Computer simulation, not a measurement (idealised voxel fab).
process module | voxel transistor to metal
cross-section cut | 170 nm wide | cells 5 nm
A cross-section is a grid of square cells, given in bands from the top down. A band is one or more rows of cells.
Each band's line starts with the height of the band's top and of its bottom, in nm. Then come its materials from left to right, each with its width in nm. One material with "throughout" fills the band from edge to edge. "air" is empty space.
Height 0 is the level under which the wafer as received is all one material. The lowest band goes on downwards, as in "0 down".
A width such as "30 to 40" changes by the same amount from each row of cells to the next, from the band's top row to its bottom row.
"no change" after a step means that no cell of the cross-section changed.
closed voids: empty space of 8 cells or more with no open way to the top, each as width x height at its distance from the left edge, in nm
after a step's settings: what the simulator itself notes on the step
overlay nm, on a step with a mask: how far to the right of its planned place the mask lay; to the left if negative
plan
1 op RECEIVE | material Si
2 op OXIDIZE | depth nm 5
3 op CONFORMAL_DEP | material SiN | thk nm 15
4 op PATTERN | tone cover | mask id ACTIVE | material resist | width nm 110 | thk nm 15 | overlay nm 0
5 op DIRECTIONAL_ETCH | etch materials SiN | depth nm 15
6 op DIRECTIONAL_ETCH | etch materials SiO2 | depth nm 5
7 op DIRECTIONAL_ETCH | etch materials Si | depth nm 25
8 op STRIP | etch materials resist
9 op FILL_DEP | material SiO2 | thk nm 15
10 op CMP | height nm 15
11 op SELECTIVE_ETCH | etch materials SiO2 | depth nm 10
12 op STRIP | etch materials SiN
13 op SELECTIVE_ETCH | etch materials SiO2 | depth nm 5
14 op OXIDIZE | depth nm 5
15 op DIRECTIONAL_DEP | material polySi | thk nm 30
16 op DIRECTIONAL_DEP | material SiCN | thk nm 10
17 op MASKED_ETCH | tone cover | mask id GATE | width nm 20 | etch materials SiCN | depth nm 20 | overlay nm 0
18 op MASKED_ETCH | tone cover | mask id GATE | width nm 20 | etch materials polySi | depth nm 40 | overlay nm 0
19 op CONFORMAL_DEP | material SiO2 | thk nm 5
20 op DIRECTIONAL_ETCH | etch materials SiO2 | depth nm 5
21 op CONFORMAL_DEP | material SiN | thk nm 5
22 op DIRECTIONAL_ETCH | etch materials SiN | depth nm 5
23 op DIRECTIONAL_ETCH | etch materials SiO2 | depth nm 5
24 op DIRECTIONAL_ETCH | etch materials Si | depth nm 15
25 op EPI | material nSi | thk nm 20
26 op FILL_DEP | material SiO2 | thk nm 5
27 op CMP | height nm 35
28 op DIRECTIONAL_DEP | material SiO2 | thk nm 15
29 op PATTERN | tone open | mask id CONTACT | material resist | width nm 30 | pitch nm 60 | thk nm 15 | overlay nm 0
30 op DIRECTIONAL_ETCH | etch materials SiO2 | depth nm 40
31 op STRIP | etch materials resist
32 op CONFORMAL_DEP | material TiN | thk nm 5
33 op FILL_DEP | material W | thk nm 10
34 op CMP | height nm 50
35 op DIRECTIONAL_DEP | material TiN | thk nm 5
36 op DIRECTIONAL_DEP | material W | thk nm 15
37 op PATTERN | tone cover | mask id METAL_1 | material resist | width nm 20 | pitch nm 70 | thk nm 15 | overlay nm 0
38 op DIRECTIONAL_ETCH | etch materials W | depth nm 15
39 op DIRECTIONAL_ETCH | etch materials TiN | depth nm 5
40 op STRIP | etch materials resist
41 op CONFORMAL_DEP | material SiN | thk nm 5
42 op FILL_DEP | material lowk | thk nm 10
43 op CMP | height nm 70
44 op CONFORMAL_DEP | material SiCN | thk nm 5
45 op DIRECTIONAL_DEP | material lowk | thk nm 25
46 op DIRECTIONAL_DEP | material aC | thk nm 10
47 op PATTERN | tone open | mask id METAL_2_HOLES | material resist | width nm 15 | pitch nm 70 | thk nm 25 | overlay nm 0
48 op DIRECTIONAL_ETCH | etch materials aC | depth nm 10
49 op STRIP | etch materials resist
50 op DIRECTIONAL_ETCH | etch materials lowk | depth nm 25
51 op STRIP | etch materials aC
52 op MASKED_ETCH | tone open | mask id METAL_2 | width nm 20 | pitch nm 70 | etch materials lowk | depth nm 15 | overlay nm 0
53 op MASKED_ETCH | tone open | mask id METAL_2 | width nm 20 | pitch nm 70 | etch materials SiCN | depth nm 5 | overlay nm 0
54 op CONFORMAL_DEP | material TiN | thk nm 5
55 op FILL_DEP | material Cu | thk nm 10
56 op CMP | height nm 100
57 op CONFORMAL_DEP | material SiCN | thk nm 5
first wafer, as planned
as received, after step 1
  0 down: Si throughout
  closed voids: none
after step 2
  0 to -5: SiO2 throughout
  below -5: unchanged
after step 3
  15 to 0: SiN throughout
  below 0: unchanged
after step 4
  30 to 15: air 30 | resist 110 | air 30
  below 15: unchanged
after step 5
  30 to 15: air 30 | resist 110 | air 30
  15 to 0: air 30 | SiN 110 | air 30
  below 0: unchanged
after step 6
  30 to 15: air 30 | resist 110 | air 30
  15 to 0: air 30 | SiN 110 | air 30
  0 to -5: air 30 | SiO2 110 | air 30
  below -5: unchanged
after step 7
  30 to 15: air 30 | resist 110 | air 30
  15 to 0: air 30 | SiN 110 | air 30
  0 to -5: air 30 | SiO2 110 | air 30
  -5 to -30: air 30 | Si 110 | air 30
  below -30: unchanged
after step 8
  15 to 0: air 30 | SiN 110 | air 30
  below 0: unchanged
after step 9
  30 to 15: SiO2 throughout
  15 to 0: SiO2 30 | SiN 110 | SiO2 30
  0 to -5: SiO2 throughout
  -5 to -30: SiO2 30 | Si 110 | SiO2 30
  below -30: unchanged
after step 10
  15 to 0: SiO2 30 | SiN 110 | SiO2 30
  below 0: unchanged
after step 11
  15 to 5: air 30 | SiN 110 | air 30
  below 5: unchanged
after step 12
  5 to 0: SiO2 30 | air 110 | SiO2 30
  below 0: unchanged
after step 13
  0 to -5: SiO2 25 | air 120 | SiO2 25
  below -5: unchanged
after step 14
  0 to -5: SiO2 25 | air 120 | SiO2 25
  -5 to -10: SiO2 throughout
  below -10: unchanged
after step 15
  30 to 25: polySi 25 | air 120 | polySi 25
  25 to 0: polySi throughout
  0 to -5: SiO2 25 | polySi 120 | SiO2 25
  below -5: unchanged
after step 16
  40 to 35: SiCN 25 | air 120 | SiCN 25
  35 to 30: SiCN throughout
  30 to 25: polySi 25 | SiCN 120 | polySi 25
  below 25: unchanged
after step 17
  35 to 30: air 75 | SiCN 20 | air 75
  30 to 25: polySi 25 | air 50 | SiCN 20 | air 50 | polySi 25
  below 25: unchanged
after step 18
  35 to 25: air 75 | SiCN 20 | air 75
  25 to 0: air 75 | polySi 20 | air 75
  0 to -5: SiO2 25 | air 50 | polySi 20 | air 50 | SiO2 25
  below -5: unchanged
after step 19
  40 to 35: air 70 | SiO2 30 | air 70
  35 to 25: air 70 | SiO2 5 | SiCN 20 | SiO2 5 | air 70
  25 to 5: air 70 | SiO2 5 | polySi 20 | SiO2 5 | air 70
  5 to 0: SiO2 30 | air 40 | SiO2 5 | polySi 20 | SiO2 5 | air 40 | SiO2 30
  0 to -5: SiO2 75 | polySi 20 | SiO2 75
  below -5: unchanged
after step 20
  35 to 25: air 70 | SiO2 5 | SiCN 20 | SiO2 5 | air 70
  25 to 0: air 70 | SiO2 5 | polySi 20 | SiO2 5 | air 70
  0 to -5: SiO2 30 | air 40 | SiO2 5 | polySi 20 | SiO2 5 | air 40 | SiO2 30
  below -5: unchanged
after step 21
  40 to 35: air 65 | SiN 40 | air 65
  35 to 25: air 65 | SiN 5 | SiO2 5 | SiCN 20 | SiO2 5 | SiN 5 | air 65
  25 to 5: air 65 | SiN 5 | SiO2 5 | polySi 20 | SiO2 5 | SiN 5 | air 65
  5 to 0: SiN 35 | air 30 | SiN 5 | SiO2 5 | polySi 20 | SiO2 5 | SiN 5 | air 30 | SiN 35
  0 to -5: SiO2 30 | SiN 40 | SiO2 5 | polySi 20 | SiO2 5 | SiN 40 | SiO2 30
  below -5: unchanged
after step 22
  35 to 25: air 65 | SiN 5 | SiO2 5 | SiCN 20 | SiO2 5 | SiN 5 | air 65
  25 to 0: air 65 | SiN 5 | SiO2 5 | polySi 20 | SiO2 5 | SiN 5 | air 65
  0 to -5: SiO2 30 | SiN 5 | air 30 | SiN 5 | SiO2 5 | polySi 20 | SiO2 5 | SiN 5 | air 30 | SiN 5 | SiO2 30
  below -5: unchanged
after step 23
  35 to 30: air 65 | SiN 5 | air 5 | SiCN 20 | air 5 | SiN 5 | air 65
  30 to 25: air 65 | SiN 5 | SiO2 5 | SiCN 20 | SiO2 5 | SiN 5 | air 65
  25 to 0: air 65 | SiN 5 | SiO2 5 | polySi 20 | SiO2 5 | SiN 5 | air 65
  0 to -5: air 30 | SiN 5 | air 30 | SiN 5 | SiO2 5 | polySi 20 | SiO2 5 | SiN 5 | air 30 | SiN 5 | air 30
  -5 to -10: SiO2 35 | air 30 | SiO2 40 | air 30 | SiO2 35
  below -10: unchanged
after step 24
  35 to 30: air 65 | SiN 5 | air 5 | SiCN 20 | air 5 | SiN 5 | air 65
  30 to 25: air 65 | SiN 5 | SiO2 5 | SiCN 20 | SiO2 5 | SiN 5 | air 65
  25 to 0: air 65 | SiN 5 | SiO2 5 | polySi 20 | SiO2 5 | SiN 5 | air 65
  0 to -5: air 30 | SiN 5 | air 30 | SiN 5 | SiO2 5 | polySi 20 | SiO2 5 | SiN 5 | air 30 | SiN 5 | air 30
  -5 to -10: SiO2 35 | air 30 | SiO2 40 | air 30 | SiO2 35
  -10 to -25: SiO2 30 | Si 5 | air 30 | Si 40 | air 30 | Si 5 | SiO2 30
  below -25: unchanged
after step 25
  35 to 30: air 65 | SiN 5 | air 5 | SiCN 20 | air 5 | SiN 5 | air 65
  30 to 25: air 65 | SiN 5 | SiO2 5 | SiCN 20 | SiO2 5 | SiN 5 | air 65
  25 to 10: air 65 | SiN 5 | SiO2 5 | polySi 20 | SiO2 5 | SiN 5 | air 65
  10 to 0: air 25 | nSi 40 | SiN 5 | SiO2 5 | polySi 20 | SiO2 5 | SiN 5 | nSi 40 | air 25
  0 to -5: air 25 | nSi 5 | SiN 5 | nSi 30 | SiN 5 | SiO2 5 | polySi 20 | SiO2 5 | SiN 5 | nSi 30 | SiN 5 | nSi 5 | air 25
  -5 to -10: SiO2 35 | nSi 30 | SiO2 40 | nSi 30 | SiO2 35
  -10 to -25: SiO2 30 | Si 5 | nSi 30 | Si 40 | nSi 30 | Si 5 | SiO2 30
  below -25: unchanged
after step 26
  40 to 35: SiO2 throughout
  35 to 25: SiO2 65 | SiN 5 | SiO2 5 | SiCN 20 | SiO2 5 | SiN 5 | SiO2 65
  25 to 10: SiO2 65 | SiN 5 | SiO2 5 | polySi 20 | SiO2 5 | SiN 5 | SiO2 65
  10 to 0: SiO2 25 | nSi 40 | SiN 5 | SiO2 5 | polySi 20 | SiO2 5 | SiN 5 | nSi 40 | SiO2 25
  0 to -5: SiO2 25 | nSi 5 | SiN 5 | nSi 30 | SiN 5 | SiO2 5 | polySi 20 | SiO2 5 | SiN 5 | nSi 30 | SiN 5 | nSi 5 | SiO2 25
  below -5: unchanged
after step 27
  35 to 25: SiO2 65 | SiN 5 | SiO2 5 | SiCN 20 | SiO2 5 | SiN 5 | SiO2 65
  below 25: unchanged
after step 28
  50 to 35: SiO2 throughout
  below 35: unchanged
after step 29
  65 to 50: resist 40 | air 30 | resist 30 | air 30 | resist 40
  below 50: unchanged
after step 30
  65 to 50: resist 40 | air 30 | resist 30 | air 30 | resist 40
  50 to 35: SiO2 40 | air 30 | SiO2 30 | air 30 | SiO2 40
  35 to 25: SiO2 40 | air 25 | SiN 5 | SiO2 5 | SiCN 20 | SiO2 5 | SiN 5 | air 25 | SiO2 40
  25 to 10: SiO2 40 | air 25 | SiN 5 | SiO2 5 | polySi 20 | SiO2 5 | SiN 5 | air 25 | SiO2 40
  below 10: unchanged
after step 31
  50 to 35: SiO2 40 | air 30 | SiO2 30 | air 30 | SiO2 40
  below 35: unchanged
after step 32
  55 to 50: TiN 45 | air 20 | TiN 40 | air 20 | TiN 45
  50 to 40: SiO2 40 | TiN 5 | air 20 | TiN 5 | SiO2 30 | TiN 5 | air 20 | TiN 5 | SiO2 40
  40 to 35: SiO2 40 | TiN 5 | air 15 | TiN 10 | SiO2 30 | TiN 10 | air 15 | TiN 5 | SiO2 40
  35 to 25: SiO2 40 | TiN 5 | air 15 | TiN 5 | SiN 5 | SiO2 5 | SiCN 20 | SiO2 5 | SiN 5 | TiN 5 | air 15 | TiN 5 | SiO2 40
  25 to 15: SiO2 40 | TiN 5 | air 15 | TiN 5 | SiN 5 | SiO2 5 | polySi 20 | SiO2 5 | SiN 5 | TiN 5 | air 15 | TiN 5 | SiO2 40
  15 to 10: SiO2 40 | TiN 25 | SiN 5 | SiO2 5 | polySi 20 | SiO2 5 | SiN 5 | TiN 25 | SiO2 40
  below 10: unchanged
after step 33
  65 to 55: W throughout
  55 to 50: TiN 45 | W 20 | TiN 40 | W 20 | TiN 45
  50 to 40: SiO2 40 | TiN 5 | W 20 | TiN 5 | SiO2 30 | TiN 5 | W 20 | TiN 5 | SiO2 40
  40 to 35: SiO2 40 | TiN 5 | W 15 | TiN 10 | SiO2 30 | TiN 10 | W 15 | TiN 5 | SiO2 40
  35 to 25: SiO2 40 | TiN 5 | W 15 | TiN 5 | SiN 5 | SiO2 5 | SiCN 20 | SiO2 5 | SiN 5 | TiN 5 | W 15 | TiN 5 | SiO2 40
  25 to 15: SiO2 40 | TiN 5 | W 15 | TiN 5 | SiN 5 | SiO2 5 | polySi 20 | SiO2 5 | SiN 5 | TiN 5 | W 15 | TiN 5 | SiO2 40
  below 15: unchanged
after step 34
  50 to 40: SiO2 40 | TiN 5 | W 20 | TiN 5 | SiO2 30 | TiN 5 | W 20 | TiN 5 | SiO2 40
  below 40: unchanged
after step 35
  55 to 50: TiN throughout
  below 50: unchanged
after step 36
  70 to 55: W throughout
  below 55: unchanged
after step 37
  85 to 70: air 40 | resist 20 | air 50 | resist 20 | air 40
  below 70: unchanged
after step 38
  85 to 70: air 40 | resist 20 | air 50 | resist 20 | air 40
  70 to 55: air 40 | W 20 | air 50 | W 20 | air 40
  below 55: unchanged
after step 39
  85 to 70: air 40 | resist 20 | air 50 | resist 20 | air 40
  70 to 55: air 40 | W 20 | air 50 | W 20 | air 40
  55 to 50: air 40 | TiN 20 | air 50 | TiN 20 | air 40
  below 50: unchanged
after step 40
  70 to 55: air 40 | W 20 | air 50 | W 20 | air 40
  below 55: unchanged
after step 41
  75 to 70: air 35 | SiN 30 | air 40 | SiN 30 | air 35
  70 to 55: air 35 | SiN 5 | W 20 | SiN 5 | air 40 | SiN 5 | W 20 | SiN 5 | air 35
  55 to 50: SiN 40 | TiN 20 | SiN 50 | TiN 20 | SiN 40
  below 50: unchanged
after step 42
  85 to 75: lowk throughout
  75 to 70: lowk 35 | SiN 30 | lowk 40 | SiN 30 | lowk 35
  70 to 55: lowk 35 | SiN 5 | W 20 | SiN 5 | lowk 40 | SiN 5 | W 20 | SiN 5 | lowk 35
  below 55: unchanged
after step 43
  70 to 55: lowk 35 | SiN 5 | W 20 | SiN 5 | lowk 40 | SiN 5 | W 20 | SiN 5 | lowk 35
  below 55: unchanged
after step 44
  75 to 70: SiCN throughout
  below 70: unchanged
after step 45
  100 to 75: lowk throughout
  below 75: unchanged
after step 46
  110 to 100: aC throughout
  below 100: unchanged
after step 47
  135 to 110: resist 40 | air 15 | resist 55 | air 15 | resist 45
  below 110: unchanged
after step 48
  125 to 110: resist 40 | air 15 | resist 55 | air 15 | resist 45
  110 to 100: aC 40 | air 15 | aC 55 | air 15 | aC 45
  below 100: unchanged
after step 49
  110 to 100: aC 40 | air 15 | aC 55 | air 15 | aC 45
  below 100: unchanged
after step 50
  110 to 100: aC 40 | air 15 | aC 55 | air 15 | aC 45
  100 to 75: lowk 40 | air 15 | lowk 55 | air 15 | lowk 45
  below 75: unchanged
after step 51
  100 to 75: lowk 40 | air 15 | lowk 55 | air 15 | lowk 45
  below 75: unchanged
after step 52
  100 to 85: lowk 40 | air 20 | lowk 50 | air 20 | lowk 40
  below 85: unchanged
after step 53
  100 to 85: lowk 40 | air 20 | lowk 50 | air 20 | lowk 40
  85 to 75: lowk 40 | air 15 | lowk 55 | air 15 | lowk 45
  75 to 70: SiCN 40 | air 15 | SiCN 55 | air 15 | SiCN 45
  below 70: unchanged
after step 54
  105 to 100: TiN 45 | air 10 | TiN 60 | air 10 | TiN 45
  100 to 90: lowk 40 | TiN 5 | air 10 | TiN 5 | lowk 50 | TiN 5 | air 10 | TiN 5 | lowk 40
  90 to 85: lowk 40 | TiN 5 | air 5 | TiN 10 | lowk 50 | TiN 5 | air 5 | TiN 10 | lowk 40
  85 to 75: lowk 40 | TiN 5 | air 5 | TiN 5 | lowk 55 | TiN 5 | air 5 | TiN 5 | lowk 45
  75 to 70: SiCN 40 | TiN 15 | SiCN 55 | TiN 15 | SiCN 45
  below 70: unchanged
after step 55
  115 to 105: Cu throughout
  105 to 100: TiN 45 | Cu 10 | TiN 60 | Cu 10 | TiN 45
  100 to 90: lowk 40 | TiN 5 | Cu 10 | TiN 5 | lowk 50 | TiN 5 | Cu 10 | TiN 5 | lowk 40
  90 to 85: lowk 40 | TiN 5 | Cu 5 | TiN 10 | lowk 50 | TiN 5 | Cu 5 | TiN 10 | lowk 40
  85 to 75: lowk 40 | TiN 5 | Cu 5 | TiN 5 | lowk 55 | TiN 5 | Cu 5 | TiN 5 | lowk 45
  below 75: unchanged
after step 56
  100 to 90: lowk 40 | TiN 5 | Cu 10 | TiN 5 | lowk 50 | TiN 5 | Cu 10 | TiN 5 | lowk 40
  below 90: unchanged
after step 57
  105 to 100: SiCN throughout
  below 100: unchanged
second wafer: like start, like plan, one mistake. Through step 23 it matches the first wafer
when step 24 should have ended
  35 to 30: air 65 | SiN 5 | air 5 | SiCN 20 | air 5 | SiN 5 | air 65
  30 to 25: air 65 | SiN 5 | SiO2 5 | SiCN 20 | SiO2 5 | SiN 5 | air 65
  25 to 10: air 65 | SiN 5 | SiO2 5 | polySi 20 | SiO2 5 | SiN 5 | air 65
  10 to 0: air 25 | nSi 40 | SiN 5 | SiO2 5 | polySi 20 | SiO2 5 | SiN 5 | nSi 40 | air 25
  0 to -5: air 25 | nSi 5 | SiN 5 | nSi 30 | SiN 5 | SiO2 5 | polySi 20 | SiO2 5 | SiN 5 | nSi 30 | SiN 5 | nSi 5 | air 25
  -5 to -10: SiO2 35 | nSi 30 | SiO2 40 | nSi 30 | SiO2 35
  below -10: unchanged
when step 25 should have ended
  35 to 30: air 65 | SiN 5 | air 5 | SiCN 20 | air 5 | SiN 5 | air 65
  30 to 25: air 65 | SiN 5 | SiO2 5 | SiCN 20 | SiO2 5 | SiN 5 | air 65
  25 to 0: air 65 | SiN 5 | SiO2 5 | polySi 20 | SiO2 5 | SiN 5 | air 65
  0 to -5: air 30 | SiN 5 | air 30 | SiN 5 | SiO2 5 | polySi 20 | SiO2 5 | SiN 5 | air 30 | SiN 5 | air 30
  below -5: unchanged
when step 26 should have ended
  40 to 35: SiO2 throughout
  35 to 25: SiO2 65 | SiN 5 | SiO2 5 | SiCN 20 | SiO2 5 | SiN 5 | SiO2 65
  25 to 0: SiO2 65 | SiN 5 | SiO2 5 | polySi 20 | SiO2 5 | SiN 5 | SiO2 65
  0 to -5: SiO2 30 | SiN 5 | SiO2 30 | SiN 5 | SiO2 5 | polySi 20 | SiO2 5 | SiN 5 | SiO2 30 | SiN 5 | SiO2 30
  below -5: unchanged
when step 27 should have ended
  35 to 25: SiO2 65 | SiN 5 | SiO2 5 | SiCN 20 | SiO2 5 | SiN 5 | SiO2 65
  below 25: unchanged
when step 28 should have ended
  50 to 35: SiO2 throughout
  below 35: unchanged
when step 29 should have ended
  65 to 50: resist 40 | air 30 | resist 30 | air 30 | resist 40
  below 50: unchanged
when step 30 should have ended
  65 to 50: resist 40 | air 30 | resist 30 | air 30 | resist 40
  50 to 35: SiO2 40 | air 30 | SiO2 30 | air 30 | SiO2 40
  35 to 25: SiO2 40 | air 25 | SiN 5 | SiO2 5 | SiCN 20 | SiO2 5 | SiN 5 | air 25 | SiO2 40
  25 to 10: SiO2 40 | air 25 | SiN 5 | SiO2 5 | polySi 20 | SiO2 5 | SiN 5 | air 25 | SiO2 40
  below 10: unchanged
when step 31 should have ended
  50 to 35: SiO2 40 | air 30 | SiO2 30 | air 30 | SiO2 40
  below 35: unchanged
when step 32 should have ended
  55 to 50: TiN 45 | air 20 | TiN 40 | air 20 | TiN 45
  50 to 40: SiO2 40 | TiN 5 | air 20 | TiN 5 | SiO2 30 | TiN 5 | air 20 | TiN 5 | SiO2 40
  40 to 35: SiO2 40 | TiN 5 | air 15 | TiN 10 | SiO2 30 | TiN 10 | air 15 | TiN 5 | SiO2 40
  35 to 25: SiO2 40 | TiN 5 | air 15 | TiN 5 | SiN 5 | SiO2 5 | SiCN 20 | SiO2 5 | SiN 5 | TiN 5 | air 15 | TiN 5 | SiO2 40
  25 to 15: SiO2 40 | TiN 5 | air 15 | TiN 5 | SiN 5 | SiO2 5 | polySi 20 | SiO2 5 | SiN 5 | TiN 5 | air 15 | TiN 5 | SiO2 40
  15 to 10: SiO2 40 | TiN 25 | SiN 5 | SiO2 5 | polySi 20 | SiO2 5 | SiN 5 | TiN 25 | SiO2 40
  below 10: unchanged
when step 33 should have ended
  65 to 55: W throughout
  55 to 50: TiN 45 | W 20 | TiN 40 | W 20 | TiN 45
  50 to 40: SiO2 40 | TiN 5 | W 20 | TiN 5 | SiO2 30 | TiN 5 | W 20 | TiN 5 | SiO2 40
  40 to 35: SiO2 40 | TiN 5 | W 15 | TiN 10 | SiO2 30 | TiN 10 | W 15 | TiN 5 | SiO2 40
  35 to 25: SiO2 40 | TiN 5 | W 15 | TiN 5 | SiN 5 | SiO2 5 | SiCN 20 | SiO2 5 | SiN 5 | TiN 5 | W 15 | TiN 5 | SiO2 40
  25 to 15: SiO2 40 | TiN 5 | W 15 | TiN 5 | SiN 5 | SiO2 5 | polySi 20 | SiO2 5 | SiN 5 | TiN 5 | W 15 | TiN 5 | SiO2 40
  below 15: unchanged
when step 34 should have ended
  50 to 40: SiO2 40 | TiN 5 | W 20 | TiN 5 | SiO2 30 | TiN 5 | W 20 | TiN 5 | SiO2 40
  below 40: unchanged
when step 35 should have ended
  55 to 50: TiN throughout
  below 50: unchanged
when step 36 should have ended
  70 to 55: W throughout
  below 55: unchanged
when step 37 should have ended
  85 to 70: air 40 | resist 20 | air 50 | resist 20 | air 40
  below 70: unchanged
when step 38 should have ended
  85 to 70: air 40 | resist 20 | air 50 | resist 20 | air 40
  70 to 55: air 40 | W 20 | air 50 | W 20 | air 40
  below 55: unchanged
when step 39 should have ended
  85 to 70: air 40 | resist 20 | air 50 | resist 20 | air 40
  70 to 55: air 40 | W 20 | air 50 | W 20 | air 40
  55 to 50: air 40 | TiN 20 | air 50 | TiN 20 | air 40
  below 50: unchanged
when step 40 should have ended
  70 to 55: air 40 | W 20 | air 50 | W 20 | air 40
  below 55: unchanged
when step 41 should have ended
  75 to 70: air 35 | SiN 30 | air 40 | SiN 30 | air 35
  70 to 55: air 35 | SiN 5 | W 20 | SiN 5 | air 40 | SiN 5 | W 20 | SiN 5 | air 35
  55 to 50: SiN 40 | TiN 20 | SiN 50 | TiN 20 | SiN 40
  below 50: unchanged
when step 42 should have ended
  85 to 75: lowk throughout
  75 to 70: lowk 35 | SiN 30 | lowk 40 | SiN 30 | lowk 35
  70 to 55: lowk 35 | SiN 5 | W 20 | SiN 5 | lowk 40 | SiN 5 | W 20 | SiN 5 | lowk 35
  below 55: unchanged
when step 43 should have ended
  70 to 55: lowk 35 | SiN 5 | W 20 | SiN 5 | lowk 40 | SiN 5 | W 20 | SiN 5 | lowk 35
  below 55: unchanged
when step 44 should have ended
  75 to 70: SiCN throughout
  below 70: unchanged
when step 45 should have ended
  100 to 75: lowk throughout
  below 75: unchanged
when step 46 should have ended
  110 to 100: aC throughout
  below 100: unchanged
when step 47 should have ended
  135 to 110: resist 40 | air 15 | resist 55 | air 15 | resist 45
  below 110: unchanged
when step 48 should have ended
  125 to 110: resist 40 | air 15 | resist 55 | air 15 | resist 45
  110 to 100: aC 40 | air 15 | aC 55 | air 15 | aC 45
  below 100: unchanged
when step 49 should have ended
  110 to 100: aC 40 | air 15 | aC 55 | air 15 | aC 45
  below 100: unchanged
when step 50 should have ended
  110 to 100: aC 40 | air 15 | aC 55 | air 15 | aC 45
  100 to 75: lowk 40 | air 15 | lowk 55 | air 15 | lowk 45
  below 75: unchanged
when step 51 should have ended
  100 to 75: lowk 40 | air 15 | lowk 55 | air 15 | lowk 45
  below 75: unchanged
when step 52 should have ended
  100 to 85: lowk 40 | air 20 | lowk 50 | air 20 | lowk 40
  below 85: unchanged
when step 53 should have ended
  100 to 85: lowk 40 | air 20 | lowk 50 | air 20 | lowk 40
  85 to 75: lowk 40 | air 15 | lowk 55 | air 15 | lowk 45
  75 to 70: SiCN 40 | air 15 | SiCN 55 | air 15 | SiCN 45
  below 70: unchanged
when step 54 should have ended
  105 to 100: TiN 45 | air 10 | TiN 60 | air 10 | TiN 45
  100 to 90: lowk 40 | TiN 5 | air 10 | TiN 5 | lowk 50 | TiN 5 | air 10 | TiN 5 | lowk 40
  90 to 85: lowk 40 | TiN 5 | air 5 | TiN 10 | lowk 50 | TiN 5 | air 5 | TiN 10 | lowk 40
  85 to 75: lowk 40 | TiN 5 | air 5 | TiN 5 | lowk 55 | TiN 5 | air 5 | TiN 5 | lowk 45
  75 to 70: SiCN 40 | TiN 15 | SiCN 55 | TiN 15 | SiCN 45
  below 70: unchanged
when step 55 should have ended
  115 to 105: Cu throughout
  105 to 100: TiN 45 | Cu 10 | TiN 60 | Cu 10 | TiN 45
  100 to 90: lowk 40 | TiN 5 | Cu 10 | TiN 5 | lowk 50 | TiN 5 | Cu 10 | TiN 5 | lowk 40
  90 to 85: lowk 40 | TiN 5 | Cu 5 | TiN 10 | lowk 50 | TiN 5 | Cu 5 | TiN 10 | lowk 40
  85 to 75: lowk 40 | TiN 5 | Cu 5 | TiN 5 | lowk 55 | TiN 5 | Cu 5 | TiN 5 | lowk 45
  below 75: unchanged
when step 56 should have ended
  100 to 90: lowk 40 | TiN 5 | Cu 10 | TiN 5 | lowk 50 | TiN 5 | Cu 10 | TiN 5 | lowk 40
  below 90: unchanged
when step 57 should have ended
  105 to 100: SiCN throughout
  below 100: unchanged
what went wrong: steps 24 and 25 were swapped
at the end the second wafer has, in cells: 36 more of Si | 46 more of SiO2 | 82 fewer of nSi
